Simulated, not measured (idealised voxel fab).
Process module under the name voxel quadruple lines
Cross-section cut spans 215 nm and uses square cells 5 nm in size.
A cross-section is a grid of square cells, given in bands from the top down. A band is one or more rows of cells. A band entry consists of two parts. The first gives the height of the band's top and the height of its bottom, in nm. The rest lists the band's materials from left to right, each with its width in nm. A single material labelled with the word "everywhere" fills the band from edge to edge, and the word "air" marks empty space. Height is counted from the level 0, under which the received wafer is composed throughout of one material. The lowest of the bands is not closed at the bottom but continues downward, in the notation "0 -> down". With a width like "30..40", each row of cells in the band differs from the next by the same amount, the top row carrying the first number and the bottom row the second. Key: "remained unchanged" - step with no changed cell in the cross-section. "Closed void catalog" enumerates empty spaces isolated from the top, with no open way to it, that contain at least 8 cells, giving each as width x height at distance from the left edge, all three in nm. Formally, on a step line, whatever follows the settings is a remark that the simulator itself makes on the step. overlay nm: mask offset rightward from planned place, masked step; negative means leftward offset.

### Process steps foreseen in the plan
1,RECEIVE,material Si
2,CONFORMAL_DEP,material Al2O3,thk nm 10
3,DIRECTIONAL_DEP,material W,thk nm 15
4,DIRECTIONAL_DEP,material polySi,thk nm 20
5,DIRECTIONAL_DEP,material aC,thk nm 20
6,PATTERN,tone cover,mask id MANDREL,material resist,width nm 25,thk nm 25,overlay nm 0
7,DIRECTIONAL_ETCH,etch materials aC,depth nm 20
8,STRIP,etch materials resist
9,CONFORMAL_DEP,material SiO2,thk nm 15
10,DIRECTIONAL_ETCH,etch materials SiO2,depth nm 15
11,STRIP,etch materials aC
12,DIRECTIONAL_ETCH,etch materials polySi,depth nm 20
13,STRIP,etch materials SiO2
14,CONFORMAL_DEP,material SiCN,thk nm 5
15,DIRECTIONAL_ETCH,etch materials SiCN,depth nm 5
16,STRIP,etch materials polySi
17,DIRECTIONAL_ETCH,etch materials W,depth nm 15
18,STRIP,etch materials SiCN
19,FILL_DEP,material SiO2,thk nm 5
20,CMP,height nm 25

### First out of two wafers; run went to plan

### Here's what the wafer looked like in cross-section when it arrived - that's after step 1
  0 -> down  Si everywhere
  Closed void catalog: none

### Cross-section of the wafer after step 2
  10 -> 0  Al2O3 everywhere
  At heights below 0, the structure remains unaltered.

### Cross-section of the wafer after step 3
  25 -> 10  W everywhere
  At heights below 10, the structure remains unaltered.

### Cross-section of the wafer after step 4
  45 -> 25  polySi everywhere
  At heights below 25, the structure remains unaltered.

### Cross-section of the wafer after step 5
  65 -> 45  aC everywhere
  At heights below 45, the structure remains unaltered.

### Cross-section of the wafer after step 6
  90 -> 65  95 nm air, then 25 nm resist, then 95 nm air
  At heights below 65, the structure remains unaltered.

### Cross-section of the wafer after step 7
  70 -> 65  95 nm air, then 25 nm resist, then 95 nm air
  65 -> 45  95 nm air, then 25 nm aC, then 95 nm air
  At heights below 45, the structure remains unaltered.

### Cross-section of the wafer after step 8
  65 -> 45  95 nm air, then 25 nm aC, then 95 nm air
  At heights below 45, the structure remains unaltered.

### Cross-section of the wafer after step 9
  80 -> 65  80 nm air, then 55 nm SiO2, then 80 nm air
  65 -> 60  80 nm air, then 15 nm SiO2, then 25 nm aC, then 15 nm SiO2, then 80 nm air
  60 -> 45  95 nm SiO2, then 25 nm aC, then 95 nm SiO2
  At heights below 45, the structure remains unaltered.

### Cross-section of the wafer after step 10
  65 -> 45  80 nm air, then 15 nm SiO2, then 25 nm aC, then 15 nm SiO2, then 80 nm air
  At heights below 45, the structure remains unaltered.

### Cross-section of the wafer after step 11
  65 -> 45  80 nm air, then 15 nm SiO2, then 25 nm air, then 15 nm SiO2, then 80 nm air
  At heights below 45, the structure remains unaltered.

### Cross-section of the wafer after step 12
  65 -> 45  80 nm air, then 15 nm SiO2, then 25 nm air, then 15 nm SiO2, then 80 nm air
  45 -> 25  80 nm air, then 15 nm polySi, then 25 nm air, then 15 nm polySi, then 80 nm air
  At heights below 25, the structure remains unaltered.

### Cross-section of the wafer after step 13
  45 -> 25  80 nm air, then 15 nm polySi, then 25 nm air, then 15 nm polySi, then 80 nm air
  At heights below 25, the structure remains unaltered.

### Cross-section of the wafer after step 14
  50 -> 45  75 nm air, then 25 nm SiCN, then 15 nm air, then 25 nm SiCN, then 75 nm air
  45 -> 30  75 nm air, then 5 nm SiCN, then 15 nm polySi, then 5 nm SiCN, then 15 nm air, then 5 nm SiCN, then 15 nm polySi, then 5 nm SiCN, then 75 nm air
  30 -> 25  80 nm SiCN, then 15 nm polySi, then 25 nm SiCN, then 15 nm polySi, then 80 nm SiCN
  At heights below 25, the structure remains unaltered.

### Cross-section of the wafer after step 15
  45 -> 25  75 nm air, then 5 nm SiCN, then 15 nm polySi, then 5 nm SiCN, then 15 nm air, then 5 nm SiCN, then 15 nm polySi, then 5 nm SiCN, then 75 nm air
  At heights below 25, the structure remains unaltered.

### Cross-section of the wafer after step 16
  45 -> 25  75 nm air, then 5 nm SiCN, then 15 nm air, then 5 nm SiCN, then 15 nm air, then 5 nm SiCN, then 15 nm air, then 5 nm SiCN, then 75 nm air
  At heights below 25, the structure remains unaltered.

### Cross-section of the wafer after step 17
  45 -> 25  75 nm air, then 5 nm SiCN, then 15 nm air, then 5 nm SiCN, then 15 nm air, then 5 nm SiCN, then 15 nm air, then 5 nm SiCN, then 75 nm air
  25 -> 10  75 nm air, then 5 nm W, then 15 nm air, then 5 nm W, then 15 nm air, then 5 nm W, then 15 nm air, then 5 nm W, then 75 nm air
  At heights below 10, the structure remains unaltered.

### Cross-section of the wafer after step 18
  25 -> 10  75 nm air, then 5 nm W, then 15 nm air, then 5 nm W, then 15 nm air, then 5 nm W, then 15 nm air, then 5 nm W, then 75 nm air
  At heights below 10, the structure remains unaltered.

### Cross-section of the wafer after step 19
  30 -> 25  SiO2 everywhere
  25 -> 10  75 nm SiO2, then 5 nm W, then 15 nm SiO2, then 5 nm W, then 15 nm SiO2, then 5 nm W, then 15 nm SiO2, then 5 nm W, then 75 nm SiO2
  At heights below 10, the structure remains unaltered.

### Cross-section of the wafer after step 20
  25 -> 10  75 nm SiO2, then 5 nm W, then 15 nm SiO2, then 5 nm W, then 15 nm SiO2, then 5 nm W, then 15 nm SiO2, then 5 nm W, then 75 nm SiO2
  At heights below 10, the structure remains unaltered.

### Wafer two: like wafer one in start and plan, but with one mistake in execution; identical up to and including step 5

### Cross-section of the second wafer when, according to plan, step 6 should have finished
  90 -> 65  95 nm resist, then 25 nm air, then 95 nm resist
  At heights below 65, the structure remains unaltered.

### Cross-section of the second wafer when, according to plan, step 7 should have finished
  70 -> 65  95 nm resist, then 25 nm air, then 95 nm resist
  65 -> 45  95 nm aC, then 25 nm air, then 95 nm aC
  At heights below 45, the structure remains unaltered.

### Cross-section of the second wafer when, according to plan, step 8 should have finished
  65 -> 45  95 nm aC, then 25 nm air, then 95 nm aC
  At heights below 45, the structure remains unaltered.

### Cross-section of the second wafer when, according to plan, step 9 should have finished
  80 -> 65  SiO2 everywhere
  65 -> 45  95 nm aC, then 25 nm SiO2, then 95 nm aC
  At heights below 45, the structure remains unaltered.

### Cross-section of the second wafer when, according to plan, step 10 should have finished
  65 -> 45  95 nm aC, then 25 nm SiO2, then 95 nm aC
  At heights below 45, the structure remains unaltered.

### Cross-section of the second wafer when, according to plan, step 11 should have finished
  65 -> 45  95 nm air, then 25 nm SiO2, then 95 nm air
  At heights below 45, the structure remains unaltered.

### Cross-section of the second wafer when, according to plan, step 12 should have finished
  65 -> 45  95 nm air, then 25 nm SiO2, then 95 nm air
  45 -> 25  95 nm air, then 25 nm polySi, then 95 nm air
  At heights below 25, the structure remains unaltered.

### Cross-section of the second wafer when, according to plan, step 13 should have finished
  45 -> 25  95 nm air, then 25 nm polySi, then 95 nm air
  At heights below 25, the structure remains unaltered.

### Cross-section of the second wafer when, according to plan, step 14 should have finished
  50 -> 45  90 nm air, then 35 nm SiCN, then 90 nm air
  45 -> 30  90 nm air, then 5 nm SiCN, then 25 nm polySi, then 5 nm SiCN, then 90 nm air
  30 -> 25  95 nm SiCN, then 25 nm polySi, then 95 nm SiCN
  At heights below 25, the structure remains unaltered.

### Cross-section of the second wafer when, according to plan, step 15 should have finished
  45 -> 25  90 nm air, then 5 nm SiCN, then 25 nm polySi, then 5 nm SiCN, then 90 nm air
  At heights below 25, the structure remains unaltered.

### Cross-section of the second wafer when, according to plan, step 16 should have finished
  45 -> 25  90 nm air, then 5 nm SiCN, then 25 nm air, then 5 nm SiCN, then 90 nm air
  At heights below 25, the structure remains unaltered.

### Cross-section of the second wafer when, according to plan, step 17 should have finished
  45 -> 25  90 nm air, then 5 nm SiCN, then 25 nm air, then 5 nm SiCN, then 90 nm air
  25 -> 10  90 nm air, then 5 nm W, then 25 nm air, then 5 nm W, then 90 nm air
  At heights below 10, the structure remains unaltered.

### Cross-section of the second wafer when, according to plan, step 18 should have finished
  25 -> 10  90 nm air, then 5 nm W, then 25 nm air, then 5 nm W, then 90 nm air
  At heights below 10, the structure remains unaltered.

### Cross-section of the second wafer when, according to plan, step 19 should have finished
  30 -> 25  SiO2 everywhere
  25 -> 10  90 nm SiO2, then 5 nm W, then 25 nm SiO2, then 5 nm W, then 90 nm SiO2
  At heights below 10, the structure remains unaltered.

### Cross-section of the second wafer when, according to plan, step 20 should have finished
  25 -> 10  90 nm SiO2, then 5 nm W, then 25 nm SiO2, then 5 nm W, then 90 nm SiO2
  At heights below 10, the structure remains unaltered.
Processing error: step 6 changed vs plan, executed as PATTERN,tone open,mask id MANDREL,material resist,width nm 25,thk nm 25,overlay nm 0
Materials where the second wafer ends with more or fewer cells than the first: SiO2: 6 more | W: 6 fewer
